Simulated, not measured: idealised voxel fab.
Process module name: voxel transistor to metal
Each square cell in cross-section cut measures 5 nm, and the section as a whole is 200 nm wide.
Heads up, the way a cross-section reads in here is a grid of square cells, handed over as bands from the top down, with every band being one or more rows of cells.
Per band: top height and bottom height in nm, followed by the left-to-right materials and their widths in nm; "full width" marks a single material spanning edge to edge, "empty" marks empty space.
Ref level 0: as-received wafer is one material below here. Bottom band extends down with no lower bound ("0 -> down").
The notation "30->40" denotes a width that varies across the rows of cells in the band, beginning at the first number in the top row, finishing at the second number in the bottom row, and changing by an identical amount from each row to the next.
"everything unchanged" -> step changed no cross-section cell.
Entry "Catalogued sealed voids" = empty spaces >= 8 cells with no open way to the top; each as width x height at distance, distance from left edge, all nm.
after a step's settings: what the simulator itself notes on the step
For masked steps, "overlay nm" on the step line gives how far right of plan the mask actually lay; a minus sign means it lay to the left.

**So here's the lineup of process steps we planned**
1) RECEIVE (material Si)
2) OXIDIZE (depth nm 5)
3) CONFORMAL_DEP (material SiN; thk nm 10)
4) DIRECTIONAL_DEP (material aC; thk nm 10)
5) PATTERN (tone cover; mask id ACTIVE; material resist; width nm 115; thk nm 30; overlay nm 0)
6) DIRECTIONAL_ETCH (etch materials aC; depth nm 10)
7) STRIP (etch materials resist)
8) DIRECTIONAL_ETCH (etch materials SiN; depth nm 10)
9) DIRECTIONAL_ETCH (etch materials SiO2; depth nm 5)
10) DIRECTIONAL_ETCH (etch materials Si; depth nm 20)
11) STRIP (etch materials aC)
12) OXIDIZE (depth nm 5)
13) FILL_DEP (material SiO2; thk nm 5)
14) CMP (height nm 10)
15) SELECTIVE_ETCH (etch materials SiO2; depth nm 5)
16) STRIP (etch materials SiN)
17) SELECTIVE_ETCH (etch materials SiO2; depth nm 5)
18) OXIDIZE (depth nm 5)
19) DIRECTIONAL_DEP (material polySi; thk nm 25)
20) DIRECTIONAL_DEP (material SiCN; thk nm 15)
21) PATTERN (tone cover; mask id GATE; material resist; width nm 35; thk nm 15; overlay nm 0)
22) DIRECTIONAL_ETCH (etch materials SiCN; depth nm 25)
23) DIRECTIONAL_ETCH (etch materials polySi; depth nm 35)
24) STRIP (etch materials resist)
25) CONFORMAL_DEP (material SiN; thk nm 5)
26) DIRECTIONAL_ETCH (etch materials SiN; depth nm 5)
27) DIRECTIONAL_ETCH (etch materials SiO2; depth nm 5)
28) DIRECTIONAL_ETCH (etch materials Si; depth nm 10)
29) EPI (material pSi; thk nm 15)
30) FILL_DEP (material SiO2; thk nm 10)
31) CMP (height nm 20)
32) STRIP (etch materials polySi)
33) SELECTIVE_ETCH (etch materials SiO2; depth nm 5)
34) CONFORMAL_DEP (material HfO2; thk nm 5)
35) CONFORMAL_DEP (material TiN; thk nm 5)
36) FILL_DEP (material W; thk nm 10)
37) CMP (height nm 15)
38) DIRECTIONAL_DEP (material SiO2; thk nm 10)
39) MASKED_ETCH (tone open; mask id CONTACT; width nm 15; pitch nm 80; etch materials SiO2; depth nm 20; overlay nm 0)
40) CONFORMAL_DEP (material TiN; thk nm 5)
41) FILL_DEP (material Ru; thk nm 10)
42) CMP (height nm 25)
43) CONFORMAL_DEP (material SiN; thk nm 5)
44) DIRECTIONAL_DEP (material SiO2; thk nm 20)
45) MASKED_ETCH (tone open; mask id METAL_1; width nm 15; pitch nm 80; etch materials SiO2; depth nm 20; overlay nm 0)
46) MASKED_ETCH (tone open; mask id METAL_1; width nm 15; pitch nm 80; etch materials SiN; depth nm 5; overlay nm 0)
47) CONFORMAL_DEP (material TiN; thk nm 5)
48) FILL_DEP (material Cu; thk nm 5)
49) CMP (height nm 50)
50) EPI (material Ru; thk nm 5)
51) FILL_DEP (material SiCN; thk nm 5)
Don't read the plan's depth nm for step 39 as applying to every wafer: that's the first wafer's value, and the wafers differ in it, though they all start identical.

**First wafer of several, as received: cross-section after step 1**
> 0 -> down | Si full width
> Catalogued sealed voids: none

**The following table contains a row per wafer, in which are reported, at the conclusion of the module, the cells of each material gained (+) or lost (-) since the wafer's receipt, with its closed voids given thereafter**
depth nm 20, +8 Cu, +17 HfO2, +16 Ru, -180 Si, +70 SiCN, +44 SiN, +395 SiO2, +51 TiN, +9 W, +50 pSi, Catalogued sealed voids: none
depth nm 25, +8 Cu, +17 HfO2, +16 Ru, -180 Si, +70 SiCN, +44 SiN, +391 SiO2, +55 TiN, +9 W, +50 pSi, Catalogued sealed voids: none
depth nm 30, +8 Cu, +17 HfO2, +16 Ru, -180 Si, +70 SiCN, +44 SiN, +387 SiO2, +59 TiN, +9 W, +50 pSi, Catalogued sealed voids: none
depth nm 35, +8 Cu, +17 HfO2, +16 Ru, -180 Si, +70 SiCN, +44 SiN, +387 SiO2, +59 TiN, +9 W, +50 pSi, Catalogued sealed voids: none
depth nm 40, +8 Cu, +17 HfO2, +16 Ru, -180 Si, +70 SiCN, +44 SiN, +387 SiO2, +59 TiN, +9 W, +50 pSi, Catalogued sealed voids: none
depth nm 45, +8 Cu, +17 HfO2, +16 Ru, -180 Si, +70 SiCN, +44 SiN, +387 SiO2, +59 TiN, +9 W, +50 pSi, Catalogued sealed voids: none
